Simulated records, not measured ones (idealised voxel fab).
Proc. module: voxel self aligned contacts
FYI the section here is cut, 245 nm wide, cells are 5 nm squares.
In what follows, cross-sections appear as grids of square cells, described through bands that run from the top down, where every band is one or more rows of cells. Top height, bottom height, nm. Materials left to right, width each, nm. Single material + "throughout" = fills band edge to edge. "empty" = empty. The level at which height equals 0 is the one under which the wafer, as it arrives, is entirely one material. No lower edge exists for the bottom band, which continues downward and is notated as in "from 0 down". A width given as "30->40" starts at the first number in the band's top row and ends at the second number in its bottom row, shifting by an equal amount at every step from row to row. "nothing altered" for a step: no cell of the cross-section changed in that step. What "Sealed void listing" gives you is every empty space of 8 cells or more that is cut off from the top. Each appears as width x height at distance, with the distance taken from the left edge and width, height and distance all in nm. That trailing text on a step's line, after the settings, is the simulator's own remark on the step. On any step carrying a mask, the "overlay nm" setting, if present on the step's line, tells how far right of its planned place the mask lay; negative values point to the left.
**Steps planned for the process**
1. RECEIVE | material Si
2. OXIDIZE | depth nm 5
3. DIRECTIONAL_DEP | material polySi | thk nm 20
4. DIRECTIONAL_DEP | material SiN | thk nm 20
5. PATTERN | tone cover | mask id GATE | material resist | width nm 35 | pitch nm 60 | thk nm 20 | overlay nm 0
6. DIRECTIONAL_ETCH | etch materials SiN | depth nm 20
7. DIRECTIONAL_ETCH | etch materials polySi | depth nm 20
8. STRIP | etch materials resist
9. CONFORMAL_DEP | material SiN | thk nm 5
10. DIRECTIONAL_ETCH | etch materials SiN | depth nm 5
11. FILL_DEP | material SiO2 | thk nm 10
12. CMP | height nm 45
13. MASKED_ETCH | tone open | mask id CONTACT | width nm 45 | etch materials SiO2 | depth nm 50 | overlay nm 0
14. CONFORMAL_DEP | material TiN | thk nm 5
15. FILL_DEP | material W | thk nm 10
16. CMP | height nm 45
17. CONFORMAL_DEP | material SiN | thk nm 5
**First of two wafers, processed according to plan**
**Cross-section of the incoming wafer, state after step 1**
> from 0 down: Si throughout
> Sealed void listing: none
**Step 2 complete: cross-section through the wafer**
> from 0 to -5: SiO2 throughout
> Below -5 it's all the same as before, nothing changed down there.
**Step 3 complete: cross-section through the wafer**
> from 20 to 0: polySi throughout
> Below 0 it's all the same as before, nothing changed down there.
**Step 4 complete: cross-section through the wafer**
> from 40 to 20: SiN throughout
> Below 20 it's all the same as before, nothing changed down there.
**Step 5 complete: cross-section through the wafer**
> from 60 to 40: 75 nm empty  35 nm resist  25 nm empty  35 nm resist  75 nm empty
> Below 40 it's all the same as before, nothing changed down there.
**Step 6 complete: cross-section through the wafer**
> from 60 to 40: 75 nm empty  35 nm resist  25 nm empty  35 nm resist  75 nm empty
> from 40 to 20: 75 nm empty  35 nm SiN  25 nm empty  35 nm SiN  75 nm empty
> Below 20 it's all the same as before, nothing changed down there.
**Step 7 complete: cross-section through the wafer**
> from 60 to 40: 75 nm empty  35 nm resist  25 nm empty  35 nm resist  75 nm empty
> from 40 to 20: 75 nm empty  35 nm SiN  25 nm empty  35 nm SiN  75 nm empty
> from 20 to 0: 75 nm empty  35 nm polySi  25 nm empty  35 nm polySi  75 nm empty
> Below 0 it's all the same as before, nothing changed down there.
**Step 8 complete: cross-section through the wafer**
> from 40 to 20: 75 nm empty  35 nm SiN  25 nm empty  35 nm SiN  75 nm empty
> Below 20 it's all the same as before, nothing changed down there.
**Step 9 complete: cross-section through the wafer**
> from 45 to 20: 70 nm empty  45 nm SiN  15 nm empty  45 nm SiN  70 nm empty
> from 20 to 5: 70 nm empty  5 nm SiN  35 nm polySi  5 nm SiN  15 nm empty  5 nm SiN  35 nm polySi  5 nm SiN  70 nm empty
> from 5 to 0: 75 nm SiN  35 nm polySi  25 nm SiN  35 nm polySi  75 nm SiN
> Below 0 it's all the same as before, nothing changed down there.
**Step 10 complete: cross-section through the wafer**
> from 40 to 20: 70 nm empty  45 nm SiN  15 nm empty  45 nm SiN  70 nm empty
> from 20 to 0: 70 nm empty  5 nm SiN  35 nm polySi  5 nm SiN  15 nm empty  5 nm SiN  35 nm polySi  5 nm SiN  70 nm empty
> Below 0 it's all the same as before, nothing changed down there.
**Step 11 complete: cross-section through the wafer**
> from 50 to 40: SiO2 throughout
> from 40 to 20: 70 nm SiO2  45 nm SiN  15 nm SiO2  45 nm SiN  70 nm SiO2
> from 20 to 0: 70 nm SiO2  5 nm SiN  35 nm polySi  5 nm SiN  15 nm SiO2  5 nm SiN  35 nm polySi  5 nm SiN  70 nm SiO2
> Below 0 it's all the same as before, nothing changed down there.
**Step 12 complete: cross-section through the wafer**
> from 45 to 40: SiO2 throughout
> Below 40 it's all the same as before, nothing changed down there.
**Step 13 complete: cross-section through the wafer**
> from 45 to 40: 100 nm SiO2  45 nm empty  100 nm SiO2
> from 40 to 20: 70 nm SiO2  45 nm SiN  15 nm empty  45 nm SiN  70 nm SiO2
> from 20 to 0: 70 nm SiO2  5 nm SiN  35 nm polySi  5 nm SiN  15 nm empty  5 nm SiN  35 nm polySi  5 nm SiN  70 nm SiO2
> from 0 to -5: 115 nm SiO2  15 nm empty  115 nm SiO2
> Below -5 it's all the same as before, nothing changed down there.
**Step 14 complete: cross-section through the wafer**
> from 50 to 45: 105 nm TiN  35 nm empty  105 nm TiN
> from 45 to 40: 100 nm SiO2  20 nm TiN  5 nm empty  20 nm TiN  100 nm SiO2
> from 40 to 20: 70 nm SiO2  45 nm SiN  5 nm TiN  5 nm empty  5 nm TiN  45 nm SiN  70 nm SiO2
> from 20 to 0: 70 nm SiO2  5 nm SiN  35 nm polySi  5 nm SiN  5 nm TiN  5 nm empty  5 nm TiN  5 nm SiN  35 nm polySi  5 nm SiN  70 nm SiO2
> from 0 to -5: 115 nm SiO2  15 nm TiN  115 nm SiO2
> Below -5 it's all the same as before, nothing changed down there.
**Step 15 complete: cross-section through the wafer**
> from 60 to 50: W throughout
> from 50 to 45: 105 nm TiN  35 nm W  105 nm TiN
> from 45 to 40: 100 nm SiO2  20 nm TiN  5 nm W  20 nm TiN  100 nm SiO2
> from 40 to 20: 70 nm SiO2  45 nm SiN  5 nm TiN  5 nm W  5 nm TiN  45 nm SiN  70 nm SiO2
> from 20 to 0: 70 nm SiO2  5 nm SiN  35 nm polySi  5 nm SiN  5 nm TiN  5 nm W  5 nm TiN  5 nm SiN  35 nm polySi  5 nm SiN  70 nm SiO2
> Below 0 it's all the same as before, nothing changed down there.
**Step 16 complete: cross-section through the wafer**
> from 45 to 40: 100 nm SiO2  20 nm TiN  5 nm W  20 nm TiN  100 nm SiO2
> Below 40 it's all the same as before, nothing changed down there.
**Step 17 complete: cross-section through the wafer**
> from 50 to 45: SiN throughout
> Below 45 it's all the same as before, nothing changed down there.
**Wafer two of the pair: same origin, same plan, one error during the run; identical to wafer one up to and including step 6**
**Second wafer cross-section, taken as of the time the plan sets for step 7 to be done**
> from 60 to 40: 75 nm empty  35 nm resist  25 nm empty  35 nm resist  75 nm empty
> from 40 to 20: 75 nm empty  35 nm SiN  25 nm empty  35 nm SiN  75 nm empty
> from 20 to 10: 75 nm empty  35 nm polySi  25 nm empty  35 nm polySi  75 nm empty
> Below 10 it's all the same as before, nothing changed down there.
**Second wafer cross-section, taken as of the time the plan sets for step 8 to be done**
> from 40 to 20: 75 nm empty  35 nm SiN  25 nm empty  35 nm SiN  75 nm empty
> Below 20 it's all the same as before, nothing changed down there.
**Second wafer cross-section, taken as of the time the plan sets for step 9 to be done**
> from 45 to 20: 70 nm empty  45 nm SiN  15 nm empty  45 nm SiN  70 nm empty
> from 20 to 15: 70 nm empty  5 nm SiN  35 nm polySi  5 nm SiN  15 nm empty  5 nm SiN  35 nm polySi  5 nm SiN  70 nm empty
> from 15 to 10: 75 nm SiN  35 nm polySi  25 nm SiN  35 nm polySi  75 nm SiN
> Below 10 it's all the same as before, nothing changed down there.
**Second wafer cross-section, taken as of the time the plan sets for step 10 to be done**
> from 40 to 20: 70 nm empty  45 nm SiN  15 nm empty  45 nm SiN  70 nm empty
> from 20 to 10: 70 nm empty  5 nm SiN  35 nm polySi  5 nm SiN  15 nm empty  5 nm SiN  35 nm polySi  5 nm SiN  70 nm empty
> Below 10 it's all the same as before, nothing changed down there.
**Second wafer cross-section, taken as of the time the plan sets for step 11 to be done**
> from 50 to 40: SiO2 throughout
> from 40 to 20: 70 nm SiO2  45 nm SiN  15 nm SiO2  45 nm SiN  70 nm SiO2
> from 20 to 10: 70 nm SiO2  5 nm SiN  35 nm polySi  5 nm SiN  15 nm SiO2  5 nm SiN  35 nm polySi  5 nm SiN  70 nm SiO2
> Below 10 it's all the same as before, nothing changed down there.
**Second wafer cross-section, taken as of the time the plan sets for step 12 to be done**
> from 45 to 40: SiO2 throughout
> Below 40 it's all the same as before, nothing changed down there.
**Second wafer cross-section, taken as of the time the plan sets for step 13 to be done**
> from 45 to 40: 100 nm SiO2  45 nm empty  100 nm SiO2
> from 40 to 20: 70 nm SiO2  45 nm SiN  15 nm empty  45 nm SiN  70 nm SiO2
> from 20 to 10: 70 nm SiO2  5 nm SiN  35 nm polySi  5 nm SiN  15 nm empty  5 nm SiN  35 nm polySi  5 nm SiN  70 nm SiO2
> Below 10 it's all the same as before, nothing changed down there.
**Second wafer cross-section, taken as of the time the plan sets for step 14 to be done**
> from 50 to 45: 105 nm TiN  35 nm empty  105 nm TiN
> from 45 to 40: 100 nm SiO2  20 nm TiN  5 nm empty  20 nm TiN  100 nm SiO2
> from 40 to 20: 70 nm SiO2  45 nm SiN  5 nm TiN  5 nm empty  5 nm TiN  45 nm SiN  70 nm SiO2
> from 20 to 15: 70 nm SiO2  5 nm SiN  35 nm polySi  5 nm SiN  5 nm TiN  5 nm empty  5 nm TiN  5 nm SiN  35 nm polySi  5 nm SiN  70 nm SiO2
> from 15 to 10: 70 nm SiO2  5 nm SiN  35 nm polySi  5 nm SiN  15 nm TiN  5 nm SiN  35 nm polySi  5 nm SiN  70 nm SiO2
> Below 10 it's all the same as before, nothing changed down there.
**Second wafer cross-section, taken as of the time the plan sets for step 15 to be done**
> from 60 to 50: W throughout
> from 50 to 45: 105 nm TiN  35 nm W  105 nm TiN
> from 45 to 40: 100 nm SiO2  20 nm TiN  5 nm W  20 nm TiN  100 nm SiO2
> from 40 to 20: 70 nm SiO2  45 nm SiN  5 nm TiN  5 nm W  5 nm TiN  45 nm SiN  70 nm SiO2
> from 20 to 15: 70 nm SiO2  5 nm SiN  35 nm polySi  5 nm SiN  5 nm TiN  5 nm W  5 nm TiN  5 nm SiN  35 nm polySi  5 nm SiN  70 nm SiO2
> Below 15 it's all the same as before, nothing changed down there.
**Second wafer cross-section, taken as of the time the plan sets for step 16 to be done**
> from 45 to 40: 100 nm SiO2  20 nm TiN  5 nm W  20 nm TiN  100 nm SiO2
> Below 40 it's all the same as before, nothing changed down there.
**Second wafer cross-section, taken as of the time the plan sets for step 17 to be done**
> from 50 to 45: SiN throughout
> Below 45 it's all the same as before, nothing changed down there.
Processing error: step 7 was run on a setting that differed from the plan, and what really ran there is DIRECTIONAL_ETCH | etch materials polySi | depth nm 10
Wrapping up, a cell-based count of both wafers puts the second over or under the first for these materials: SiN: 8 fewer, SiO2: 53 fewer, TiN: 6 fewer, W: 3 fewer, polySi: 70 more
